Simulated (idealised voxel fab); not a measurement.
process module | voxel transistor to metal
cross-section cut | 175 nm wide | cells 5 nm
A cross-section is a grid of square cells, given in bands from the top down. A band is one or more rows of cells.
Each band's line starts with the height of the band's top and of its bottom, in nm. Then come its materials from left to right, each with its width in nm. One material with "throughout" fills the band from edge to edge. "air" is empty space.
Height 0 is the level under which the wafer as received is all one material. The lowest band goes on downwards, as in "0 down".
A width such as "30 to 40" changes by the same amount from each row of cells to the next, from the band's top row to its bottom row.
"no change" after a step means that no cell of the cross-section changed.
closed voids: empty space of 8 cells or more with no open way to the top, each as width x height at its distance from the left edge, in nm
after a step's settings: what the simulator itself notes on the step
overlay nm, on a step with a mask: how far to the right of its planned place the mask lay; to the left if negative
plan
1 op RECEIVE | material Si
2 op CONFORMAL_DEP | material SiO2 | thk nm 5
3 op CONFORMAL_DEP | material SiN | thk nm 15
4 op PATTERN | tone cover | mask id ACTIVE | material resist | width nm 95 | thk nm 20 | overlay nm 0
5 op DIRECTIONAL_ETCH | etch materials SiN | depth nm 15
6 op DIRECTIONAL_ETCH | etch materials SiO2 | depth nm 5
7 op DIRECTIONAL_ETCH | etch materials Si | depth nm 25
8 op STRIP | etch materials resist
9 op FILL_DEP | material SiO2 | thk nm 15
10 op CMP | height nm 20
11 op SELECTIVE_ETCH | etch materials SiO2 | depth nm 5
12 op STRIP | etch materials SiN
13 op SELECTIVE_ETCH | etch materials SiO2 | depth nm 5
14 op OXIDIZE | depth nm 5
15 op DIRECTIONAL_DEP | material polySi | thk nm 20
16 op DIRECTIONAL_DEP | material SiCN | thk nm 10
17 op DIRECTIONAL_DEP | material aC | thk nm 15
18 op PATTERN | tone cover | mask id GATE | material resist | width nm 25 | thk nm 30 | overlay nm 0
19 op DIRECTIONAL_ETCH | etch materials aC | depth nm 15
20 op STRIP | etch materials resist
21 op DIRECTIONAL_ETCH | etch materials SiCN | depth nm 20
22 op DIRECTIONAL_ETCH | etch materials polySi | depth nm 30
23 op STRIP | etch materials aC
24 op CONFORMAL_DEP | material SiN | thk nm 5
25 op DIRECTIONAL_ETCH | etch materials SiN | depth nm 5
26 op DIRECTIONAL_ETCH | etch materials SiO2 | depth nm 5
27 op EPI | material SiGe | thk nm 5
28 op FILL_DEP | material SiO2 | thk nm 5
29 op CMP | height nm 20
30 op STRIP | etch materials polySi
31 op SELECTIVE_ETCH | etch materials SiO2 | depth nm 5
32 op CONFORMAL_DEP | material HfO2 | thk nm 5
33 op CONFORMAL_DEP | material TiN | thk nm 5
34 op FILL_DEP | material W | thk nm 5
35 op CMP | height nm 15
36 op DIRECTIONAL_DEP | material SiO2 | thk nm 10
37 op DIRECTIONAL_DEP | material aC | thk nm 15
38 op PATTERN | tone open | mask id CONTACT | material resist | width nm 20 | pitch nm 75 | thk nm 30 | overlay nm 0
39 op DIRECTIONAL_ETCH | etch materials aC | depth nm 15
40 op STRIP | etch materials resist
41 op DIRECTIONAL_ETCH | etch materials SiO2 | depth nm 25
42 op STRIP | etch materials aC
43 op CONFORMAL_DEP | material TiN | thk nm 5
44 op FILL_DEP | material W | thk nm 5
45 op CMP | height nm 25
46 op CONFORMAL_DEP | material SiCN | thk nm 5
47 op DIRECTIONAL_DEP | material lowk | thk nm 15
48 op PATTERN | tone open | mask id METAL_1 | material resist | width nm 20 | pitch nm 75 | thk nm 15 | overlay nm 0
49 op DIRECTIONAL_ETCH | etch materials lowk | depth nm 15
50 op DIRECTIONAL_ETCH | etch materials SiCN | depth nm 5
51 op STRIP | etch materials resist
52 op CONFORMAL_DEP | material TiN | thk nm 5
53 op FILL_DEP | material Ru | thk nm 10
54 op CMP | height nm 45
55 op CONFORMAL_DEP | material SiCN | thk nm 5
56 op DIRECTIONAL_DEP | material lowk | thk nm 25
57 op DIRECTIONAL_DEP | material aC | thk nm 10
58 op PATTERN | tone open | mask id METAL_2 | material resist | width nm 20 | pitch nm 75 | thk nm 25 | overlay nm 0
59 op DIRECTIONAL_ETCH | etch materials aC | depth nm 10
60 op STRIP | etch materials resist
61 op DIRECTIONAL_ETCH | etch materials lowk | depth nm 15
62 op STRIP | etch materials aC
63 op PATTERN | tone open | mask id METAL_2_HOLES | material resist | width nm 15 | pitch nm 75 | thk nm 20 | overlay nm 0
64 op DIRECTIONAL_ETCH | etch materials lowk | depth nm 10
65 op DIRECTIONAL_ETCH | etch materials SiCN | depth nm 5
66 op STRIP | etch materials resist
67 op CONFORMAL_DEP | material TiN | thk nm 5
68 op FILL_DEP | material Ru | thk nm 5
69 op CMP | height nm 75
70 op CONFORMAL_DEP | material SiCN | thk nm 5
varied across the wafers: width nm of step 4. The plan shows the first wafer's value. All wafers start alike
first wafer as received, after step 1
  0 down: Si throughout
  closed voids: none
first wafer at the end, after step 70
  80 to 75: SiCN throughout
  75 to 65: lowk 40 | TiN 5 | Ru 10 | TiN 5 | lowk 55 | TiN 5 | Ru 10 | TiN 5 | lowk 40
  65 to 60: lowk 40 | TiN 5 | Ru 5 | TiN 10 | lowk 55 | TiN 5 | Ru 5 | TiN 10 | lowk 40
  60 to 50: lowk 40 | TiN 5 | Ru 5 | TiN 5 | lowk 60 | TiN 5 | Ru 5 | TiN 5 | lowk 45
  50 to 45: SiCN 40 | TiN 15 | SiCN 60 | TiN 15 | SiCN 45
  45 to 30: lowk 40 | TiN 5 | Ru 10 | TiN 5 | lowk 55 | TiN 5 | Ru 10 | TiN 5 | lowk 40
  30 to 25: SiCN 40 | TiN 20 | SiCN 55 | TiN 20 | SiCN 40
  25 to 15: SiO2 40 | TiN 5 | W 10 | TiN 5 | SiO2 55 | TiN 5 | W 10 | TiN 5 | SiO2 40
  15 to 10: SiO2 40 | TiN 5 | W 10 | TiN 5 | SiO2 10 | SiN 5 | HfO2 5 | TiN 5 | W 5 | TiN 5 | HfO2 5 | SiN 5 | SiO2 10 | TiN 5 | W 10 | TiN 5 | SiO2 40
  10 to 5: SiO2 35 | SiN 5 | TiN 5 | W 10 | TiN 5 | SiO2 10 | SiN 5 | HfO2 5 | TiN 5 | W 5 | TiN 5 | HfO2 5 | SiN 5 | SiO2 10 | TiN 5 | W 10 | TiN 5 | SiN 5 | SiO2 35
  5 to 0: SiO2 35 | SiN 5 | TiN 20 | SiO2 10 | SiN 5 | HfO2 5 | TiN 15 | HfO2 5 | SiN 5 | SiO2 10 | TiN 20 | SiN 5 | SiO2 35
  0 to -5: SiO2 40 | SiGe 30 | HfO2 35 | SiGe 30 | SiO2 40
  -5 to -25: SiO2 40 | Si 95 | SiO2 40
  -25 down: Si throughout
  closed voids: none
last wafer at the end
  80 to 75: SiCN throughout
  75 to 65: lowk 40 | TiN 5 | Ru 10 | TiN 5 | lowk 55 | TiN 5 | Ru 10 | TiN 5 | lowk 40
  65 to 60: lowk 40 | TiN 5 | Ru 5 | TiN 10 | lowk 55 | TiN 5 | Ru 5 | TiN 10 | lowk 40
  60 to 50: lowk 40 | TiN 5 | Ru 5 | TiN 5 | lowk 60 | TiN 5 | Ru 5 | TiN 5 | lowk 45
  50 to 45: SiCN 40 | TiN 15 | SiCN 60 | TiN 15 | SiCN 45
  45 to 30: lowk 40 | TiN 5 | Ru 10 | TiN 5 | lowk 55 | TiN 5 | Ru 10 | TiN 5 | lowk 40
  30 to 25: SiCN 40 | TiN 20 | SiCN 55 | TiN 20 | SiCN 40
  25 to 15: SiO2 40 | TiN 5 | W 10 | TiN 5 | SiO2 55 | TiN 5 | W 10 | TiN 5 | SiO2 40
  15 to 10: SiO2 40 | TiN 5 | W 10 | TiN 5 | SiO2 10 | SiN 5 | HfO2 5 | TiN 5 | W 5 | TiN 5 | HfO2 5 | SiN 5 | SiO2 10 | TiN 5 | W 10 | TiN 5 | SiO2 40
  10 to 5: SiO2 25 | SiN 5 | SiO2 10 | TiN 5 | W 10 | TiN 5 | SiO2 10 | SiN 5 | HfO2 5 | TiN 5 | W 5 | TiN 5 | HfO2 5 | SiN 5 | SiO2 10 | TiN 5 | W 10 | TiN 5 | SiO2 15 | SiN 5 | SiO2 20
  5 to 0: SiO2 25 | SiN 5 | SiO2 10 | TiN 20 | SiO2 10 | SiN 5 | HfO2 5 | TiN 15 | HfO2 5 | SiN 5 | SiO2 10 | TiN 20 | SiO2 15 | SiN 5 | SiO2 20
  0 to -5: SiO2 30 | SiGe 40 | HfO2 35 | SiGe 45 | SiO2 25
  -5 to -25: SiO2 30 | Si 120 | SiO2 25
  -25 down: Si throughout
  closed voids: none
each wafer at the end: cells of each material gained (+) or lost (-) since it was received, then its closed voids
width nm 95 | +13 HfO2 | +26 Ru | -99 Si | +91 SiCN | +12 SiGe | +10 SiN | +190 SiO2 | +79 TiN | +18 W | +220 lowk | closed voids: none
width nm 100 | +13 HfO2 | +26 Ru | -95 Si | +91 SiCN | +13 SiGe | +10 SiN | +185 SiO2 | +79 TiN | +18 W | +220 lowk | closed voids: none
width nm 105 | +13 HfO2 | +26 Ru | -91 Si | +91 SiCN | +14 SiGe | +10 SiN | +180 SiO2 | +79 TiN | +18 W | +220 lowk | closed voids: none
width nm 110 | +13 HfO2 | +26 Ru | -87 Si | +91 SiCN | +15 SiGe | +10 SiN | +175 SiO2 | +79 TiN | +18 W | +220 lowk | closed voids: none
width nm 115 | +13 HfO2 | +26 Ru | -83 Si | +91 SiCN | +16 SiGe | +10 SiN | +170 SiO2 | +79 TiN | +18 W | +220 lowk | closed voids: none
width nm 120 | +13 HfO2 | +26 Ru | -79 Si | +91 SiCN | +17 SiGe | +10 SiN | +165 SiO2 | +79 TiN | +18 W | +220 lowk | closed voids: none
